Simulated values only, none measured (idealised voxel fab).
Presented below is a process module, voxel released beams.
185 nm wide, 5 nm square cells: that's cross-section cut.
This document writes a cross-section as a grid whose cells are square, and gives it as bands, listed from the top down; one or more rows of cells form a band. Basically the band line says how high the top is and how high the bottom is, in nm, and then what's in it from left to right, every material with its width in nm. Empty space shows up as "blank", and if a single material carries "all across" it runs the full band edge to edge. Height is counted from the level 0, under which the received wafer is composed throughout of one material. The lowest of the bands is not closed at the bottom but continues downward, in the notation "0 nm and below". Think of "30..40" as a width that walks from the first number to the second as you go down the band, top row to bottom row, taking equal-sized steps from row to row. Key: "stayed the same" - step with no changed cell in the cross-section. Closed empty spaces (no open way to the top) of 8 cells or more are what "Fully closed voids" lists, each as width x height at distance from the left edge, nm for all three. What comes after the settings on a step's line is commentary from the simulator itself on that step. What "overlay nm" on a step's line means: if the step has a mask, that mask lay this far to the right of its planned place, or, when the value is negative, to the left. Each of the pairs that make up the rest of this document says: here is the cross-section before one process step, here is the cross-section after it, drawn only down to the lowest band that changed, and here, under the pair, is the step lying between them with its settings. Different pairs may come from different runs of this module on the same starting wafer, so a pair continues from the pair above it only where its entry headed "Prior to step" says so.
Prior to step
0 nm and below  Si all across
Fully closed voids: none
Sectional Result
10 nm to 0 nm  Al2O3 all across
Anything lower than 0 is untouched.
Fully closed voids: none
Intermediate step for the cross-sections above: CONFORMAL_DEP [material Al2O3] [thk nm 10]
Prior to step: it's just the after picture from the pair right above this one.
Sectional Result
30 nm to 10 nm  SiO2 all across
Anything lower than 10 is untouched.
Fully closed voids: none
Intermediate step for the cross-sections above: DIRECTIONAL_DEP [material SiO2] [thk nm 20]
Prior to step: it's just the after picture from the pair right above this one.
Sectional Result
40 nm to 30 nm  aC all across
Anything lower than 30 is untouched.
Fully closed voids: none
Intermediate step for the cross-sections above: DIRECTIONAL_DEP [material aC] [thk nm 10]
Prior to step: it's just the after picture from the pair right above this one.
Sectional Result
70 nm to 40 nm  resist: 40, then blank: 45, then resist: 100
Anything lower than 40 is untouched.
Fully closed voids: none
Intermediate step for the cross-sections above: PATTERN [tone open] [mask id ANCHOR] [material resist] [width nm 45] [thk nm 30] [overlay nm 0]
Prior to step: it's just the after picture from the pair right above this one.
Sectional Result
60 nm to 40 nm  resist: 40, then blank: 45, then resist: 100
40 nm to 30 nm  aC: 40, then blank: 45, then aC: 100
Anything lower than 30 is untouched.
Fully closed voids: none
Intermediate step for the cross-sections above: DIRECTIONAL_ETCH [etch materials aC] [depth nm 10]
Prior to step: it's just the after picture from the pair right above this one.
Sectional Result
40 nm to 30 nm  aC: 40, then blank: 45, then aC: 100
Anything lower than 30 is untouched.
Fully closed voids: none
Intermediate step for the cross-sections above: STRIP [etch materials resist]
Prior to step: it's just the after picture from the pair right above this one.
Sectional Result
40 nm to 30 nm  aC: 40, then blank: 45, then aC: 100
30 nm to 10 nm  SiO2: 40, then blank: 45, then SiO2: 100
Anything lower than 10 is untouched.
Fully closed voids: none
Intermediate step for the cross-sections above: DIRECTIONAL_ETCH [etch materials SiO2] [depth nm 20]
Prior to step: it's just the after picture from the pair right above this one.
Sectional Result
30 nm to 10 nm  SiO2: 40, then blank: 45, then SiO2: 100
Anything lower than 10 is untouched.
Fully closed voids: none
Intermediate step for the cross-sections above: STRIP [etch materials aC]
Prior to step: it's just the after picture from the pair right above this one.
Sectional Result
45 nm to 30 nm  polySi: 55, then blank: 15, then polySi: 115
30 nm to 25 nm  SiO2: 40, then polySi: 15, then blank: 15, then polySi: 15, then SiO2: 100
25 nm to 10 nm  SiO2: 40, then polySi: 45, then SiO2: 100
Anything lower than 10 is untouched.
Fully closed voids: none
Intermediate step for the cross-sections above: CONFORMAL_DEP [material polySi] [thk nm 15]
Prior to step: it's just the after picture from the pair right above this one.
Sectional Result
45 nm to 30 nm  blank: 35, then polySi: 20, then blank: 15, then polySi: 75, then blank: 40
Anything lower than 30 is untouched.
Fully closed voids: none
Intermediate step for the cross-sections above: MASKED_ETCH [tone cover] [mask id BEAM] [width nm 110] [etch materials polySi] [depth nm 15] [overlay nm 0]
Prior to step: it's just the after picture from the pair right above this one.
Sectional Result
45 nm to 30 nm  blank: 35, then polySi: 20, then blank: 15, then polySi: 75, then blank: 40
30 nm to 25 nm  blank: 40, then polySi: 15, then blank: 15, then polySi: 15, then blank: 100
25 nm to 10 nm  blank: 40, then polySi: 45, then blank: 100
Anything lower than 10 is untouched.
Fully closed voids: none
Intermediate step for the cross-sections above: STRIP [etch materials SiO2]
Prior to step
0 nm and below  Si all across
Fully closed voids: none
Sectional Result
20 nm to 0 nm  SiO2 all across
Anything lower than 0 is untouched.
Fully closed voids: none
Intermediate step for the cross-sections above: DIRECTIONAL_DEP [material SiO2] [thk nm 20]
Prior to step: it's just the after picture from the pair right above this one.
Sectional Result
30 nm to 20 nm  aC all across
Anything lower than 20 is untouched.
Fully closed voids: none
Intermediate step for the cross-sections above: DIRECTIONAL_DEP [material aC] [thk nm 10]
Prior to step: it's just the after picture from the pair right above this one.
Sectional Result
60 nm to 30 nm  resist: 40, then blank: 45, then resist: 100
Anything lower than 30 is untouched.
Fully closed voids: none
Intermediate step for the cross-sections above: PATTERN [tone open] [mask id ANCHOR] [material resist] [width nm 45] [thk nm 30] [overlay nm 0]
Prior to step: it's just the after picture from the pair right above this one.
Sectional Result
50 nm to 30 nm  resist: 40, then blank: 45, then resist: 100
30 nm to 20 nm  aC: 40, then blank: 45, then aC: 100
Anything lower than 20 is untouched.
Fully closed voids: none
Intermediate step for the cross-sections above: DIRECTIONAL_ETCH [etch materials aC] [depth nm 10]
Prior to step: it's just the after picture from the pair right above this one.
Sectional Result
30 nm to 20 nm  aC: 40, then blank: 45, then aC: 100
Anything lower than 20 is untouched.
Fully closed voids: none
Intermediate step for the cross-sections above: STRIP [etch materials resist]
Prior to step: it's just the after picture from the pair right above this one.
Sectional Result
30 nm to 20 nm  aC: 40, then blank: 45, then aC: 100
20 nm to 0 nm  SiO2: 40, then blank: 45, then SiO2: 100
Anything lower than 0 is untouched.
Fully closed voids: none
Intermediate step for the cross-sections above: DIRECTIONAL_ETCH [etch materials SiO2] [depth nm 20]
Prior to step: it's just the after picture from the pair right above this one.
Sectional Result
20 nm to 0 nm  SiO2: 40, then blank: 45, then SiO2: 100
Anything lower than 0 is untouched.
Fully closed voids: none
Intermediate step for the cross-sections above: STRIP [etch materials aC]
Prior to step: it's just the after picture from the pair right above this one.
Sectional Result
35 nm to 20 nm  polySi: 55, then blank: 15, then polySi: 115
20 nm to 15 nm  SiO2: 40, then polySi: 15, then blank: 15, then polySi: 15, then SiO2: 100
15 nm to 0 nm  SiO2: 40, then polySi: 45, then SiO2: 100
Anything lower than 0 is untouched.
Fully closed voids: none
Intermediate step for the cross-sections above: CONFORMAL_DEP [material polySi] [thk nm 15]
Prior to step: it's just the after picture from the pair right above this one.
Sectional Result
35 nm to 20 nm  blank: 35, then polySi: 20, then blank: 15, then polySi: 75, then blank: 40
Anything lower than 20 is untouched.
Fully closed voids: none
Intermediate step for the cross-sections above: MASKED_ETCH [tone cover] [mask id BEAM] [width nm 110] [etch materials polySi] [depth nm 15] [overlay nm 0]
Prior to step: it's just the after picture from the pair right above this one.
Sectional Result
35 nm to 20 nm  blank: 35, then polySi: 20, then blank: 15, then polySi: 75, then blank: 40
20 nm to 15 nm  blank: 40, then polySi: 15, then blank: 15, then polySi: 15, then blank: 100
15 nm to 0 nm  blank: 40, then polySi: 45, then blank: 100
Anything lower than 0 is untouched.
Fully closed voids: none
Intermediate step for the cross-sections above: STRIP [etch materials SiO2]
Prior to step
45 nm to 30 nm  polySi: 55, then blank: 15, then polySi: 115
30 nm to 25 nm  SiO2: 40, then polySi: 15, then blank: 15, then polySi: 15, then SiO2: 100
25 nm to 10 nm  SiO2: 40, then polySi: 45, then SiO2: 100
10 nm to 0 nm  Al2O3 all across
0 nm and below  Si all across
Fully closed voids: none
Sectional Result
60 nm to 30 nm  polySi all across
30 nm to 10 nm  SiO2: 40, then polySi: 45, then SiO2: 100
Anything lower than 10 is untouched.
Fully closed voids: none
Intermediate step for the cross-sections above: CONFORMAL_DEP [material polySi] [thk nm 15]
Prior to step: it's just the after picture from the pair right above this one.
Sectional Result
60 nm to 45 nm  blank: 35, then polySi: 110, then blank: 40
Anything lower than 45 is untouched.
Fully closed voids: none
Intermediate step for the cross-sections above: MASKED_ETCH [tone cover] [mask id BEAM] [width nm 110] [etch materials polySi] [depth nm 15] [overlay nm 0]
Prior to step
20 nm to 0 nm  SiO2 all across
0 nm and below  Si all across
Fully closed voids: none
Sectional Result
30 nm to 20 nm  Al2O3 all across
Anything lower than 20 is untouched.
Fully closed voids: none
Intermediate step for the cross-sections above: CONFORMAL_DEP [material Al2O3] [thk nm 10]
Prior to step: it's just the after picture from the pair right above this one.
Sectional Result
40 nm to 30 nm  aC all across
Anything lower than 30 is untouched.
Fully closed voids: none
Intermediate step for the cross-sections above: DIRECTIONAL_DEP [material aC] [thk nm 10]
Prior to step: it's just the after picture from the pair right above this one.
Sectional Result
70 nm to 40 nm  resist: 40, then blank: 45, then resist: 100
Anything lower than 40 is untouched.
Fully closed voids: none
Intermediate step for the cross-sections above: PATTERN [tone open] [mask id ANCHOR] [material resist] [width nm 45] [thk nm 30] [overlay nm 0]
Prior to step: it's just the after picture from the pair right above this one.
Sectional Result
60 nm to 40 nm  resist: 40, then blank: 45, then resist: 100
40 nm to 30 nm  aC: 40, then blank: 45, then aC: 100
Anything lower than 30 is untouched.
Fully closed voids: none
Intermediate step for the cross-sections above: DIRECTIONAL_ETCH [etch materials aC] [depth nm 10]
Prior to step: it's just the after picture from the pair right above this one.
Sectional Result
40 nm to 30 nm  aC: 40, then blank: 45, then aC: 100
Anything lower than 30 is untouched.
Fully closed voids: none
Intermediate step for the cross-sections above: STRIP [etch materials resist]
Prior to step: it's just the after picture from the pair right above this one.
Sectional Result
30 nm to 20 nm  Al2O3 all across
Anything lower than 20 is untouched.
Fully closed voids: none
Intermediate step for the cross-sections above: STRIP [etch materials aC]
Prior to step: it's just the after picture from the pair right above this one.
Sectional Result
45 nm to 30 nm  polySi all across
Anything lower than 30 is untouched.
Fully closed voids: none
Intermediate step for the cross-sections above: CONFORMAL_DEP [material polySi] [thk nm 15]
Prior to step: it's just the after picture from the pair right above this one.
Sectional Result
45 nm to 30 nm  blank: 35, then polySi: 110, then blank: 40
Anything lower than 30 is untouched.
Fully closed voids: none
Intermediate step for the cross-sections above: MASKED_ETCH [tone cover] [mask id BEAM] [width nm 110] [etch materials polySi] [depth nm 15] [overlay nm 0]
Prior to step
45 nm to 30 nm  polySi: 55, then blank: 15, then polySi: 115
30 nm to 25 nm  SiO2: 40, then polySi: 15, then blank: 15, then polySi: 15, then SiO2: 100
25 nm to 10 nm  SiO2: 40, then polySi: 45, then SiO2: 100
10 nm to 0 nm  Al2O3 all across
0 nm and below  Si all across
Fully closed voids: none
Sectional Result
45 nm to 40 nm  blank: 35, then polySi: 20, then blank: 15, then polySi: 75, then blank: 40
Anything lower than 40 is untouched.
Fully closed voids: none
Intermediate step for the cross-sections above: MASKED_ETCH [tone cover] [mask id BEAM] [width nm 110] [etch materials polySi] [depth nm 5] [overlay nm 0]
Prior to step
45 nm to 30 nm  polySi: 55, then blank: 15, then polySi: 115
30 nm to 25 nm  SiO2: 40, then polySi: 15, then blank: 15, then polySi: 15, then SiO2: 100
25 nm to 10 nm  SiO2: 40, then polySi: 45, then SiO2: 100
10 nm to 0 nm  Al2O3 all across
0 nm and below  Si all across
Fully closed voids: none
Sectional Result
45 nm to 30 nm  blank: 40, then polySi: 15, then blank: 15, then polySi: 75, then blank: 40
Anything lower than 30 is untouched.
Fully closed voids: none
Intermediate step for the cross-sections above: MASKED_ETCH [tone cover] [mask id BEAM] [width nm 105] [etch materials polySi] [depth nm 15] [overlay nm 0]
Prior to step: it's just the after picture from the pair right above this one.
Sectional Result
45 nm to 30 nm  blank: 40, then polySi: 15, then blank: 15, then polySi: 75, then blank: 40
30 nm to 25 nm  blank: 40, then polySi: 15, then blank: 15, then polySi: 15, then blank: 100
25 nm to 10 nm  blank: 40, then polySi: 45, then blank: 100
Anything lower than 10 is untouched.
Fully closed voids: none
Intermediate step for the cross-sections above: STRIP [etch materials SiO2]
Prior to step
40 nm to 30 nm  aC all across
30 nm to 10 nm  SiO2 all across
10 nm to 0 nm  Al2O3 all across
0 nm and below  Si all across
Fully closed voids: none
Sectional Result
70 nm to 40 nm  resist: 45, then blank: 45, then resist: 95
Anything lower than 40 is untouched.
Fully closed voids: none
Intermediate step for the cross-sections above: PATTERN [tone open] [mask id ANCHOR] [material resist] [width nm 45] [thk nm 30] [overlay nm 5]
Prior to step: it's just the after picture from the pair right above this one.
Sectional Result
60 nm to 40 nm  resist: 45, then blank: 45, then resist: 95
40 nm to 30 nm  aC: 45, then blank: 45, then aC: 95
Anything lower than 30 is untouched.
Fully closed voids: none
Intermediate step for the cross-sections above: DIRECTIONAL_ETCH [etch materials aC] [depth nm 10]
Prior to step: it's just the after picture from the pair right above this one.
Sectional Result
40 nm to 30 nm  aC: 45, then blank: 45, then aC: 95
Anything lower than 30 is untouched.
Fully closed voids: none
Intermediate step for the cross-sections above: STRIP [etch materials resist]
Prior to step: it's just the after picture from the pair right above this one.
Sectional Result
40 nm to 30 nm  aC: 45, then blank: 45, then aC: 95
30 nm to 10 nm  SiO2: 45, then blank: 45, then SiO2: 95
Anything lower than 10 is untouched.
Fully closed voids: none
Intermediate step for the cross-sections above: DIRECTIONAL_ETCH [etch materials SiO2] [depth nm 20]
Prior to step: it's just the after picture from the pair right above this one.
Sectional Result
30 nm to 10 nm  SiO2: 45, then blank: 45, then SiO2: 95
Anything lower than 10 is untouched.
Fully closed voids: none
Intermediate step for the cross-sections above: STRIP [etch materials aC]
Prior to step: it's just the after picture from the pair right above this one.
Sectional Result
45 nm to 30 nm  polySi: 60, then blank: 15, then polySi: 110
30 nm to 25 nm  SiO2: 45, then polySi: 15, then blank: 15, then polySi: 15, then SiO2: 95
25 nm to 10 nm  SiO2: 45, then polySi: 45, then SiO2: 95
Anything lower than 10 is untouched.
Fully closed voids: none
Intermediate step for the cross-sections above: CONFORMAL_DEP [material polySi] [thk nm 15]
Prior to step: it's just the after picture from the pair right above this one.
Sectional Result
45 nm to 30 nm  blank: 35, then polySi: 25, then blank: 15, then polySi: 70, then blank: 40
Anything lower than 30 is untouched.
Fully closed voids: none
Intermediate step for the cross-sections above: MASKED_ETCH [tone cover] [mask id BEAM] [width nm 110] [etch materials polySi] [depth nm 15] [overlay nm 0]
Prior to step: it's just the after picture from the pair right above this one.
Sectional Result
45 nm to 30 nm  blank: 35, then polySi: 25, then blank: 15, then polySi: 70, then blank: 40
30 nm to 25 nm  blank: 45, then polySi: 15, then blank: 15, then polySi: 15, then blank: 95
25 nm to 10 nm  blank: 45, then polySi: 45, then blank: 95
Anything lower than 10 is untouched.
Fully closed voids: none
Intermediate step for the cross-sections above: STRIP [etch materials SiO2]
Prior to step
30 nm to 10 nm  SiO2: 40, then blank: 45, then SiO2: 100
10 nm to 0 nm  Al2O3 all across
0 nm and below  Si all across
Fully closed voids: none
Sectional Result
45 nm to 30 nm  Al2O3: 55, then blank: 15, then Al2O3: 115
30 nm to 25 nm  SiO2: 40, then Al2O3: 15, then blank: 15, then Al2O3: 15, then SiO2: 100
25 nm to 10 nm  SiO2: 40, then Al2O3: 45, then SiO2: 100
Anything lower than 10 is untouched.
Fully closed voids: none
Intermediate step for the cross-sections above: CONFORMAL_DEP [material Al2O3] [thk nm 15]
Prior to step
40 nm to 30 nm  aC all across
30 nm to 10 nm  SiO2 all across
10 nm to 0 nm  Al2O3 all across
0 nm and below  Si all across
Fully closed voids: none
Sectional Result
70 nm to 40 nm  blank: 40, then resist: 45, then blank: 100
Anything lower than 40 is untouched.
Fully closed voids: none
Intermediate step for the cross-sections above: PATTERN [tone cover] [mask id ANCHOR] [material resist] [width nm 45] [thk nm 30] [overlay nm 0]
Prior to step: it's just the after picture from the pair right above this one.
Sectional Result
60 nm to 40 nm  blank: 40, then resist: 45, then blank: 100
40 nm to 30 nm  blank: 40, then aC: 45, then blank: 100
Anything lower than 30 is untouched.
Fully closed voids: none
Intermediate step for the cross-sections above: DIRECTIONAL_ETCH [etch materials aC] [depth nm 10]
Prior to step: it's just the after picture from the pair right above this one.
Sectional Result
40 nm to 30 nm  blank: 40, then aC: 45, then blank: 100
Anything lower than 30 is untouched.
Fully closed voids: none
Intermediate step for the cross-sections above: STRIP [etch materials resist]
Prior to step: it's just the after picture from the pair right above this one.
Sectional Result
40 nm to 30 nm  blank: 40, then aC: 45, then blank: 100
30 nm to 10 nm  blank: 40, then SiO2: 45, then blank: 100
Anything lower than 10 is untouched.
Fully closed voids: none
Intermediate step for the cross-sections above: DIRECTIONAL_ETCH [etch materials SiO2] [depth nm 20]
Prior to step: it's just the after picture from the pair right above this one.
Sectional Result
30 nm to 10 nm  blank: 40, then SiO2: 45, then blank: 100
Anything lower than 10 is untouched.
Fully closed voids: none
Intermediate step for the cross-sections above: STRIP [etch materials aC]
Prior to step: it's just the after picture from the pair right above this one.
Sectional Result
45 nm to 30 nm  blank: 25, then polySi: 75, then blank: 85
30 nm to 25 nm  blank: 25, then polySi: 15, then SiO2: 45, then polySi: 15, then blank: 85
25 nm to 10 nm  polySi: 40, then SiO2: 45, then polySi: 100
Anything lower than 10 is untouched.
Fully closed voids: none
Intermediate step for the cross-sections above: CONFORMAL_DEP [material polySi] [thk nm 15]
Prior to step: it's just the after picture from the pair right above this one.
Sectional Result
45 nm to 30 nm  blank: 35, then polySi: 65, then blank: 85
30 nm to 25 nm  blank: 25, then polySi: 15, then SiO2: 45, then polySi: 15, then blank: 85
25 nm to 10 nm  blank: 25, then polySi: 15, then SiO2: 45, then polySi: 60, then blank: 40
Anything lower than 10 is untouched.
Fully closed voids: none
Intermediate step for the cross-sections above: MASKED_ETCH [tone cover] [mask id BEAM] [width nm 110] [etch materials polySi] [depth nm 15] [overlay nm 0]
